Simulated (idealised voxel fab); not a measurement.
The document below concerns the process module designated voxel capacitor over wiring.
The figure presents cross-section cut, which has a width of 290 nm and is divided into square cells with an edge length of 5 nm.
Cross-section layout: square cells on a grid; listed as bands, top to bottom; a band spans one or more cell rows.
Within each band entry, the heights of the top and of the bottom of the band appear first, in that order and in nm; the materials of the band then follow from left to right, each with its corresponding width in nm. The designation "all across" on a single material indicates that it fills the band from edge to edge; the designation "blank" indicates empty space.
It should be noted that heights are counted from 0, beneath which the wafer as supplied is of one material throughout, and that the lowest band possesses no lower boundary but continues downward, as written in "top 0, no bottom".
Graded width ("30 to 40"): value in top row of band = first number; value in bottom row = second number; row-to-row change constant.
Key: "nothing got changed" - step with no changed cell in the cross-section.
Look at "Closed-off voids" for the closed voids: empty spaces with no open path to the top, sized 8 cells or up. Each is width x height at distance, distance from the left edge, all nm.
Heads up: the bit after the settings on a step's line is the simulator's remark on that step.
The setting "overlay nm" may be written on the line of a step. When the step uses a mask, the value reports how far to the right of the planned place the mask lay, and a negative value reports that it lay to the left.

## Planned step list for the process
| 1 | RECEIVE [material Si] |
| 2 | CONFORMAL_DEP [material SiO2] [thk nm 10] |
| 3 | CONFORMAL_DEP [material SiCN] [thk nm 5] |
| 4 | DIRECTIONAL_DEP [material lowk] [thk nm 15] |
| 5 | MASKED_ETCH [tone open] [mask id METAL_1] [width nm 30] [pitch nm 100] [etch materials lowk] [depth nm 15] [overlay nm 0] |
| 6 | MASKED_ETCH [tone open] [mask id METAL_1] [width nm 30] [pitch nm 100] [etch materials SiCN] [depth nm 5] [overlay nm 0] |
| 7 | CONFORMAL_DEP [material TiN] [thk nm 5] |
| 8 | FILL_DEP [material Ru] [thk nm 10] |
| 9 | CMP [height nm 30] |
| 10 | CONFORMAL_DEP [material SiCN] [thk nm 5] |
| 11 | DIRECTIONAL_DEP [material lowk] [thk nm 15] |
| 12 | DIRECTIONAL_DEP [material aC] [thk nm 15] |
| 13 | PATTERN [tone open] [mask id PLUG_1] [material resist] [width nm 15] [thk nm 30] [overlay nm 0] |
| 14 | DIRECTIONAL_ETCH [etch materials aC] [depth nm 15] |
| 15 | STRIP [etch materials resist] |
| 16 | DIRECTIONAL_ETCH [etch materials lowk] [depth nm 15] |
| 17 | DIRECTIONAL_ETCH [etch materials SiCN] [depth nm 5] |
| 18 | STRIP [etch materials aC] |
| 19 | EPI [material Ru] [thk nm 10] |
| 20 | EPI [material Ru] [thk nm 10] |
| 21 | DIRECTIONAL_DEP [material TiN] [thk nm 5] |
| 22 | DIRECTIONAL_DEP [material Al2O3] [thk nm 5] |
| 23 | DIRECTIONAL_DEP [material TiN] [thk nm 10] |
| 24 | MASKED_ETCH [tone cover] [mask id UPPER_PLATE] [width nm 75] [etch materials TiN] [depth nm 10] [overlay nm 0] |
| 25 | MASKED_ETCH [tone cover] [mask id UPPER_PLATE] [width nm 75] [etch materials Al2O3] [depth nm 5] [overlay nm 0] |
| 26 | DIRECTIONAL_DEP [material aC] [thk nm 15] |
| 27 | PATTERN [tone cover] [mask id LOWER_PLATE] [material resist] [width nm 85] [thk nm 35] [overlay nm 0] |
| 28 | DIRECTIONAL_ETCH [etch materials aC] [depth nm 15] |
| 29 | STRIP [etch materials resist] |
| 30 | DIRECTIONAL_ETCH [etch materials TiN] [depth nm 5] |
| 31 | STRIP [etch materials aC] |
| 32 | FILL_DEP [material SiO2] [thk nm 15] |
| 33 | CMP [height nm 80] |
| 34 | PATTERN [tone open] [mask id PLUG_2] [material resist] [width nm 15] [thk nm 15] [overlay nm 0] |
| 35 | DIRECTIONAL_ETCH [etch materials SiO2] [depth nm 10] |
| 36 | STRIP [etch materials resist] |
| 37 | CONFORMAL_DEP [material TiN] [thk nm 5] |
| 38 | FILL_DEP [material Cu] [thk nm 10] |
| 39 | CMP [height nm 80] |
| 40 | CONFORMAL_DEP [material SiN] [thk nm 5] |

## The first of two wafers, run as planned

## Step 1 complete: cross-section of the wafer as received
    top 0, no bottom = Si all across
    Closed-off voids: none

## Take a look at the wafer's cross-section after step 2
    top 10, bottom 0 = SiO2 all across
    Note: structure below 0 unchanged.

## Take a look at the wafer's cross-section after step 3
    top 15, bottom 10 = SiCN all across
    Note: structure below 10 unchanged.

## Take a look at the wafer's cross-section after step 4
    top 30, bottom 15 = lowk all across
    Note: structure below 15 unchanged.

## Take a look at the wafer's cross-section after step 5
    top 30, bottom 15 = lowk (80) / blank (30) / lowk (70) / blank (30) / lowk (80)
    Note: structure below 15 unchanged.

## Take a look at the wafer's cross-section after step 6
    top 30, bottom 15 = lowk (80) / blank (30) / lowk (70) / blank (30) / lowk (80)
    top 15, bottom 10 = SiCN (80) / blank (30) / SiCN (70) / blank (30) / SiCN (80)
    Note: structure below 10 unchanged.

## Take a look at the wafer's cross-section after step 7
    top 35, bottom 30 = TiN (85) / blank (20) / TiN (80) / blank (20) / TiN (85)
    top 30, bottom 15 = lowk (80) / TiN (5) / blank (20) / TiN (5) / lowk (70) / TiN (5) / blank (20) / TiN (5) / lowk (80)
    top 15, bottom 10 = SiCN (80) / TiN (30) / SiCN (70) / TiN (30) / SiCN (80)
    Note: structure below 10 unchanged.

## Take a look at the wafer's cross-section after step 8
    top 45, bottom 35 = Ru all across
    top 35, bottom 30 = TiN (85) / Ru (20) / TiN (80) / Ru (20) / TiN (85)
    top 30, bottom 15 = lowk (80) / TiN (5) / Ru (20) / TiN (5) / lowk (70) / TiN (5) / Ru (20) / TiN (5) / lowk (80)
    Note: structure below 15 unchanged.

## Take a look at the wafer's cross-section after step 9
    top 30, bottom 15 = lowk (80) / TiN (5) / Ru (20) / TiN (5) / lowk (70) / TiN (5) / Ru (20) / TiN (5) / lowk (80)
    Note: structure below 15 unchanged.

## Take a look at the wafer's cross-section after step 10
    top 35, bottom 30 = SiCN all across
    Note: structure below 30 unchanged.

## Take a look at the wafer's cross-section after step 11
    top 50, bottom 35 = lowk all across
    Note: structure below 35 unchanged.

## Take a look at the wafer's cross-section after step 12
    top 65, bottom 50 = aC all across
    Note: structure below 50 unchanged.

## Take a look at the wafer's cross-section after step 13
    top 95, bottom 65 = resist (95) / blank (15) / resist (180)
    Note: structure below 65 unchanged.

## Take a look at the wafer's cross-section after step 14
    top 80, bottom 65 = resist (95) / blank (15) / resist (180)
    top 65, bottom 50 = aC (95) / blank (15) / aC (180)
    Note: structure below 50 unchanged.

## Take a look at the wafer's cross-section after step 15
    top 65, bottom 50 = aC (95) / blank (15) / aC (180)
    Note: structure below 50 unchanged.

## Take a look at the wafer's cross-section after step 16
    top 65, bottom 50 = aC (95) / blank (15) / aC (180)
    top 50, bottom 35 = lowk (95) / blank (15) / lowk (180)
    Note: structure below 35 unchanged.

## Take a look at the wafer's cross-section after step 17
    top 65, bottom 50 = aC (95) / blank (15) / aC (180)
    top 50, bottom 35 = lowk (95) / blank (15) / lowk (180)
    top 35, bottom 30 = SiCN (95) / blank (15) / SiCN (180)
    Note: structure below 30 unchanged.

## Take a look at the wafer's cross-section after step 18
    top 50, bottom 35 = lowk (95) / blank (15) / lowk (180)
    Note: structure below 35 unchanged.

## Take a look at the wafer's cross-section after step 19
    top 50, bottom 40 = lowk (95) / blank (15) / lowk (180)
    top 40, bottom 35 = lowk (95) / Ru (15) / lowk (180)
    top 35, bottom 30 = SiCN (95) / Ru (15) / SiCN (180)
    Note: structure below 30 unchanged.

## Take a look at the wafer's cross-section after step 20
    top 50, bottom 35 = lowk (95) / Ru (15) / lowk (180)
    Note: structure below 35 unchanged.

## Take a look at the wafer's cross-section after step 21
    top 55, bottom 50 = TiN all across
    Note: structure below 50 unchanged.

## Take a look at the wafer's cross-section after step 22
    top 60, bottom 55 = Al2O3 all across
    Note: structure below 55 unchanged.

## Take a look at the wafer's cross-section after step 23
    top 70, bottom 60 = TiN all across
    Note: structure below 60 unchanged.

## Take a look at the wafer's cross-section after step 24
    top 70, bottom 60 = blank (95) / TiN (75) / blank (120)
    Note: structure below 60 unchanged.

## Take a look at the wafer's cross-section after step 25
    top 70, bottom 60 = blank (95) / TiN (75) / blank (120)
    top 60, bottom 55 = blank (95) / Al2O3 (75) / blank (120)
    Note: structure below 55 unchanged.

## Take a look at the wafer's cross-section after step 26
    top 85, bottom 70 = blank (95) / aC (75) / blank (120)
    top 70, bottom 60 = aC (95) / TiN (75) / aC (120)
    top 60, bottom 55 = aC (95) / Al2O3 (75) / aC (120)
    Note: structure below 55 unchanged.

## Take a look at the wafer's cross-section after step 27
    top 120, bottom 85 = blank (90) / resist (85) / blank (115)
    top 85, bottom 70 = blank (90) / resist (5) / aC (75) / resist (5) / blank (115)
    Note: structure below 70 unchanged.

## Take a look at the wafer's cross-section after step 28
    top 105, bottom 85 = blank (90) / resist (85) / blank (115)
    top 85, bottom 70 = blank (90) / resist (5) / aC (75) / resist (5) / blank (115)
    top 70, bottom 60 = blank (90) / aC (5) / TiN (75) / aC (5) / blank (115)
    top 60, bottom 55 = blank (90) / aC (5) / Al2O3 (75) / aC (5) / blank (115)
    Note: structure below 55 unchanged.

## Take a look at the wafer's cross-section after step 29
    top 85, bottom 70 = blank (95) / aC (75) / blank (120)
    Note: structure below 70 unchanged.

## Take a look at the wafer's cross-section after step 30
    top 85, bottom 70 = blank (95) / aC (75) / blank (120)
    top 70, bottom 60 = blank (90) / aC (5) / TiN (75) / aC (5) / blank (115)
    top 60, bottom 55 = blank (90) / aC (5) / Al2O3 (75) / aC (5) / blank (115)
    top 55, bottom 50 = blank (90) / TiN (85) / blank (115)
    Note: structure below 50 unchanged.

## Take a look at the wafer's cross-section after step 31
    top 70, bottom 60 = blank (95) / TiN (75) / blank (120)
    top 60, bottom 55 = blank (95) / Al2O3 (75) / blank (120)
    Note: structure below 55 unchanged.

## Take a look at the wafer's cross-section after step 32
    top 85, bottom 70 = SiO2 all across
    top 70, bottom 60 = SiO2 (95) / TiN (75) / SiO2 (120)
    top 60, bottom 55 = SiO2 (95) / Al2O3 (75) / SiO2 (120)
    top 55, bottom 50 = SiO2 (90) / TiN (85) / SiO2 (115)
    Note: structure below 50 unchanged.

## Take a look at the wafer's cross-section after step 33
    top 80, bottom 70 = SiO2 all across
    Note: structure below 70 unchanged.

## Take a look at the wafer's cross-section after step 34
    top 95, bottom 80 = resist (105) / blank (15) / resist (170)
    Note: structure below 80 unchanged.

## Take a look at the wafer's cross-section after step 35
    top 95, bottom 80 = resist (105) / blank (15) / resist (170)
    top 80, bottom 70 = SiO2 (105) / blank (15) / SiO2 (170)
    Note: structure below 70 unchanged.

## Take a look at the wafer's cross-section after step 36
    top 80, bottom 70 = SiO2 (105) / blank (15) / SiO2 (170)
    Note: structure below 70 unchanged.

## Take a look at the wafer's cross-section after step 37
    top 85, bottom 80 = TiN (110) / blank (5) / TiN (175)
    top 80, bottom 75 = SiO2 (105) / TiN (5) / blank (5) / TiN (5) / SiO2 (170)
    top 75, bottom 70 = SiO2 (105) / TiN (15) / SiO2 (170)
    Note: structure below 70 unchanged.

## Take a look at the wafer's cross-section after step 38
    top 95, bottom 85 = Cu all across
    top 85, bottom 80 = TiN (110) / Cu (5) / TiN (175)
    top 80, bottom 75 = SiO2 (105) / TiN (5) / Cu (5) / TiN (5) / SiO2 (170)
    Note: structure below 75 unchanged.

## Take a look at the wafer's cross-section after step 39
    top 80, bottom 75 = SiO2 (105) / TiN (5) / Cu (5) / TiN (5) / SiO2 (170)
    Note: structure below 75 unchanged.

## Take a look at the wafer's cross-section after step 40
    top 85, bottom 80 = SiN all across
    Note: structure below 80 unchanged.

## Companion wafer, the second of two: same beginning, same intended sequence, one mistake in carrying it out; through step 23 inclusive it tracks the first exactly

## when step 24 should have ended
    top 70, bottom 60 = TiN (95) / blank (75) / TiN (120)
    Note: structure below 60 unchanged.

when step 25 should have ended: nothing got changed

## when step 26 should have ended
    top 85, bottom 75 = aC (95) / blank (75) / aC (120)
    top 75, bottom 70 = aC all across
    top 70, bottom 60 = TiN (95) / aC (75) / TiN (120)
    Note: structure below 60 unchanged.

## when step 27 should have ended
    top 120, bottom 85 = blank (90) / resist (85) / blank (115)
    top 85, bottom 75 = aC (95) / resist (75) / aC (120)
    Note: structure below 75 unchanged.

## when step 28 should have ended
    top 105, bottom 85 = blank (90) / resist (85) / blank (115)
    top 85, bottom 75 = blank (90) / aC (5) / resist (75) / aC (5) / blank (115)
    top 75, bottom 70 = blank (90) / aC (85) / blank (115)
    Note: structure below 70 unchanged.

## when step 29 should have ended
    top 85, bottom 75 = blank (90) / aC (5) / blank (75) / aC (5) / blank (115)
    Note: structure below 75 unchanged.

## when step 30 should have ended
    top 85, bottom 75 = blank (90) / aC (5) / blank (75) / aC (5) / blank (115)
    top 75, bottom 70 = blank (90) / aC (85) / blank (115)
    top 70, bottom 65 = blank (90) / TiN (5) / aC (75) / TiN (5) / blank (115)
    Note: structure below 65 unchanged.

## when step 31 should have ended
    top 70, bottom 65 = blank (90) / TiN (5) / blank (75) / TiN (5) / blank (115)
    top 65, bottom 60 = TiN (95) / blank (75) / TiN (120)
    Note: structure below 60 unchanged.

## when step 32 should have ended
    top 85, bottom 70 = SiO2 all across
    top 70, bottom 65 = SiO2 (90) / TiN (5) / SiO2 (75) / TiN (5) / SiO2 (115)
    top 65, bottom 60 = TiN (95) / SiO2 (75) / TiN (120)
    Note: structure below 60 unchanged.

## when step 33 should have ended
    top 80, bottom 70 = SiO2 all across
    Note: structure below 70 unchanged.

## when step 34 should have ended
    top 95, bottom 80 = resist (105) / blank (15) / resist (170)
    Note: structure below 80 unchanged.

## when step 35 should have ended
    top 95, bottom 80 = resist (105) / blank (15) / resist (170)
    top 80, bottom 70 = SiO2 (105) / blank (15) / SiO2 (170)
    Note: structure below 70 unchanged.

## when step 36 should have ended
    top 80, bottom 70 = SiO2 (105) / blank (15) / SiO2 (170)
    Note: structure below 70 unchanged.

## when step 37 should have ended
    top 85, bottom 80 = TiN (110) / blank (5) / TiN (175)
    top 80, bottom 75 = SiO2 (105) / TiN (5) / blank (5) / TiN (5) / SiO2 (170)
    top 75, bottom 70 = SiO2 (105) / TiN (15) / SiO2 (170)
    Note: structure below 70 unchanged.

## when step 38 should have ended
    top 95, bottom 85 = Cu all across
    top 85, bottom 80 = TiN (110) / Cu (5) / TiN (175)
    top 80, bottom 75 = SiO2 (105) / TiN (5) / Cu (5) / TiN (5) / SiO2 (170)
    Note: structure below 75 unchanged.

## when step 39 should have ended
    top 80, bottom 75 = SiO2 (105) / TiN (5) / Cu (5) / TiN (5) / SiO2 (170)
    Note: structure below 75 unchanged.

## when step 40 should have ended
    top 85, bottom 80 = SiN all across
    Note: structure below 80 unchanged.
What broke from the plan during processing? step 24 ran differently from the plan; actual operation with settings: MASKED_ETCH [tone open] [mask id UPPER_PLATE] [width nm 75] [etch materials TiN] [depth nm 10] [overlay nm 0]
The final cell counts differ between the wafers, with the second having more or fewer of some materials than the first: Al2O3 +43; SiO2 -99; TiN +56
